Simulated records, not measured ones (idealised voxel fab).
The process module presented herein is designated voxel self aligned vias.
Cross-sectional view cut (width: 270 nm; square cell size: 5 nm).
Cross-section spec: square-cell grid; bands listed top down; each band is one or more rows.
Top height, bottom height, nm. Materials left to right, width each, nm. Single material + "everywhere" = fills band edge to edge. "empty" = empty.
Height 0 is the level under which the wafer as received is all one material. The lowest band goes on downwards, as in "0 nm and below".
Width: "30->40" (first number = top row, second number = bottom row, same change from row to row of cells).
It should be understood that the words "same as before", when stated for a given step, signify that the cross-section underwent no change in any of its cells during that step.
The entry titled "Enclosed cavity list" provides the empty spaces that have no open way to the top, restricted to those of 8 cells or more. Each is presented as width x height at distance, the distance being measured from the left edge, with all three in nm.
It should be noted that, on the line of a given step, the content following the step's settings is a remark produced by the simulator itself with respect to that step.
"overlay nm" answers the question of how far to the right of plan the mask lay on a step that has a mask, and when it is negative the answer is to the left.

THE STEPS PLANNED FOR THE PROCESS ARE AS FOLLOWS
1: RECEIVE with material Si
2: CONFORMAL_DEP with material SiO2, thk nm 10
3: CONFORMAL_DEP with material SiCN, thk nm 5
4: DIRECTIONAL_DEP with material SiO2, thk nm 30
5: PATTERN with tone open, mask id LINES, material resist, width nm 20, pitch nm 55, thk nm 15, overlay nm 0
6: DIRECTIONAL_ETCH with etch materials SiO2, depth nm 30
7: STRIP with etch materials resist
8: CONFORMAL_DEP with material TiN, thk nm 5
9: FILL_DEP with material W, thk nm 10
10: CMP with height nm 45
11: SELECTIVE_ETCH with etch materials W Ru TiN, depth nm 5
12: FILL_DEP with material SiN, thk nm 5
13: CMP with height nm 45
14: DIRECTIONAL_DEP with material SiO2, thk nm 15
15: DIRECTIONAL_DEP with material aC, thk nm 10
16: PATTERN with tone open, mask id VIAS, material resist, width nm 30, pitch nm 110, thk nm 25, overlay nm 0
17: DIRECTIONAL_ETCH with etch materials aC, depth nm 10
18: STRIP with etch materials resist
19: DIRECTIONAL_ETCH with etch materials SiO2, depth nm 15
20: DIRECTIONAL_ETCH with etch materials SiN, depth nm 5
21: STRIP with etch materials aC
22: CONFORMAL_DEP with material TiN, thk nm 5
23: FILL_DEP with material Cu, thk nm 5
24: CMP with height nm 60
25: CONFORMAL_DEP with material SiN, thk nm 5
The width nm used in step 16 is not the same on every wafer, whereas the starting condition is; the value printed in the plan is the first wafer's.

RECEIVED WAFERS, FIRST OF SEVERAL: CROSS-SECTION AFTER STEP 1
- 0 nm and below  Si everywhere
- Enclosed cavity list: none

MODULE END STATE AFTER FINAL STEP 25: CROSS-SECTION OF THE FIRST OF SEVERAL WAFERS
- 65 nm to 60 nm  SiN everywhere
- 60 nm to 50 nm  SiO2=65, then TiN=5, then Cu=20, then TiN=5, then SiO2=80, then TiN=5, then Cu=20, then TiN=5, then SiO2=65
- 50 nm to 45 nm  SiO2=65, then TiN=10, then Cu=10, then TiN=10, then SiO2=80, then TiN=10, then Cu=10, then TiN=10, then SiO2=65
- 45 nm to 40 nm  SiO2=70, then TiN=20, then SiO2=35, then SiN=20, then SiO2=35, then TiN=20, then SiO2=70
- 40 nm to 20 nm  SiO2=70, then TiN=5, then W=10, then TiN=5, then SiO2=35, then TiN=5, then W=10, then TiN=5, then SiO2=35, then TiN=5, then W=10, then TiN=5, then SiO2=70
- 20 nm to 15 nm  SiO2=70, then TiN=20, then SiO2=35, then TiN=20, then SiO2=35, then TiN=20, then SiO2=70
- 15 nm to 10 nm  SiCN everywhere
- 10 nm to 0 nm  SiO2 everywhere
- 0 nm and below  Si everywhere
- Enclosed cavity list: none

WAFER CROSS-SECTION (LAST WAFER, MODULE END)
- 65 nm to 60 nm  SiN everywhere
- 60 nm to 50 nm  SiO2=55, then TiN=5, then Cu=45, then TiN=5, then SiO2=55, then TiN=5, then Cu=45, then TiN=5, then SiO2=50
- 50 nm to 45 nm  SiO2=55, then TiN=20, then Cu=10, then TiN=25, then SiO2=55, then TiN=20, then Cu=10, then TiN=25, then SiO2=50
- 45 nm to 40 nm  SiO2=70, then TiN=20, then SiO2=35, then SiN=20, then SiO2=35, then TiN=20, then SiO2=70
- 40 nm to 20 nm  SiO2=70, then TiN=5, then W=10, then TiN=5, then SiO2=35, then TiN=5, then W=10, then TiN=5, then SiO2=35, then TiN=5, then W=10, then TiN=5, then SiO2=70
- 20 nm to 15 nm  SiO2=70, then TiN=20, then SiO2=35, then TiN=20, then SiO2=35, then TiN=20, then SiO2=70
- 15 nm to 10 nm  SiCN everywhere
- 10 nm to 0 nm  SiO2 everywhere
- 0 nm and below  Si everywhere
- Enclosed cavity list: none

EACH ROW BELOW IS A WAFER AT THE END OF THE MODULE, LISTING FOR EVERY MATERIAL THE NUMBER OF CELLS IT HAS GAINED (+) OR LOST (-) SINCE IT WAS RECEIVED, FOLLOWED BY ITS CLOSED VOIDS
width nm 30 | +20 Cu | +54 SiCN | +58 SiN | +486 SiO2 | +60 TiN | +24 W | Enclosed cavity list: none
width nm 35 | +24 Cu | +54 SiCN | +58 SiN | +480 SiO2 | +62 TiN | +24 W | Enclosed cavity list: none
width nm 40 | +28 Cu | +54 SiCN | +58 SiN | +474 SiO2 | +64 TiN | +24 W | Enclosed cavity list: none
width nm 45 | +32 Cu | +54 SiCN | +58 SiN | +468 SiO2 | +66 TiN | +24 W | Enclosed cavity list: none
width nm 50 | +36 Cu | +54 SiCN | +58 SiN | +462 SiO2 | +68 TiN | +24 W | Enclosed cavity list: none
width nm 55 | +40 Cu | +54 SiCN | +58 SiN | +456 SiO2 | +70 TiN | +24 W | Enclosed cavity list: none
